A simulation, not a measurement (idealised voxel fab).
Proc. module: voxel double patterning
Pictured: cross-section cut, 220 nm wide, on a grid of 5 nm square cells.
Cross-section spec: square-cell grid; bands listed top down; each band is one or more rows. First you get the band's top height and its bottom height, in nm, and then the materials it's made of, left to right, with each width in nm. If you see a single material with "everywhere", that one covers the band edge to edge. "empty" is empty space. We count height from 0. Below that, the starting wafer is all one material. The lowest band never ends at the bottom but goes on down; see "0 nm and below" for how that is written. Per-row width for "30..40": begins at first number (top row of band), ends at second number (bottom row), increment between rows held constant. Reading "identical to before" for a step: not a cell of the cross-section changed in it. "Enclosed void catalog" contains a list of empty spaces, each no smaller than 8 cells and without an open way to the top, written in the form width x height at distance with the distance from the left edge and all three in nm. Formally, on a step line, whatever follows the settings is a remark that the simulator itself makes on the step. overlay nm: on a step with a mask, how far right of its planned place the mask lay; negative means left.
## Steps planned for the process
1. op RECEIVE | material Si
2. op CONFORMAL_DEP | material SiO2 | thk nm 10
3. op DIRECTIONAL_DEP | material TiN | thk nm 20
4. op DIRECTIONAL_DEP | material SiCN | thk nm 5
5. op MASKED_ETCH | tone open | mask id FIRST | width nm 15 | pitch nm 50 | etch materials SiCN | depth nm 5 | overlay nm 0
6. op DIRECTIONAL_DEP | material aC | thk nm 15
7. op PATTERN | tone open | mask id SECOND | material resist | width nm 15 | pitch nm 50 | thk nm 35 | overlay nm 0
8. op DIRECTIONAL_ETCH | etch materials aC | depth nm 15
9. op STRIP | etch materials resist
10. op DIRECTIONAL_ETCH | etch materials SiCN | depth nm 5
11. op STRIP | etch materials aC
12. op DIRECTIONAL_ETCH | etch materials TiN | depth nm 20
13. op STRIP | etch materials SiCN
## Incoming wafer, cross-sectional view, post step 1
- 0 nm and below: Si everywhere
- Enclosed void catalog: none
## Wafer cross-section at module end: first of two, run to plan
- 30 nm to 10 nm: 50 nm TiN  15 nm empty  10 nm TiN  15 nm empty  10 nm TiN  15 nm empty  10 nm TiN  15 nm empty  10 nm TiN  15 nm empty  55 nm TiN
- 10 nm to 0 nm: SiO2 everywhere
- 0 nm and below: Si everywhere
- Enclosed void catalog: none
## Here is the second of the two wafers cut open at the end of the module - same start, same plan as the first one, but we made one mistake running it
- 30 nm to 10 nm: 50 nm TiN  20 nm empty  5 nm TiN  15 nm empty  10 nm TiN  20 nm empty  5 nm TiN  15 nm empty  10 nm TiN  20 nm empty  50 nm TiN
- 10 nm to 0 nm: SiO2 everywhere
- 0 nm and below: Si everywhere
- Enclosed void catalog: none
Deviation from plan: step 5: run off-plan, actual operation and settings op MASKED_ETCH | tone open | mask id FIRST | width nm 20 | pitch nm 50 | etch materials SiCN | depth nm 5 | overlay nm 0
At the finish, the second wafer shows more or fewer cells for some materials than the first does: TiN -12
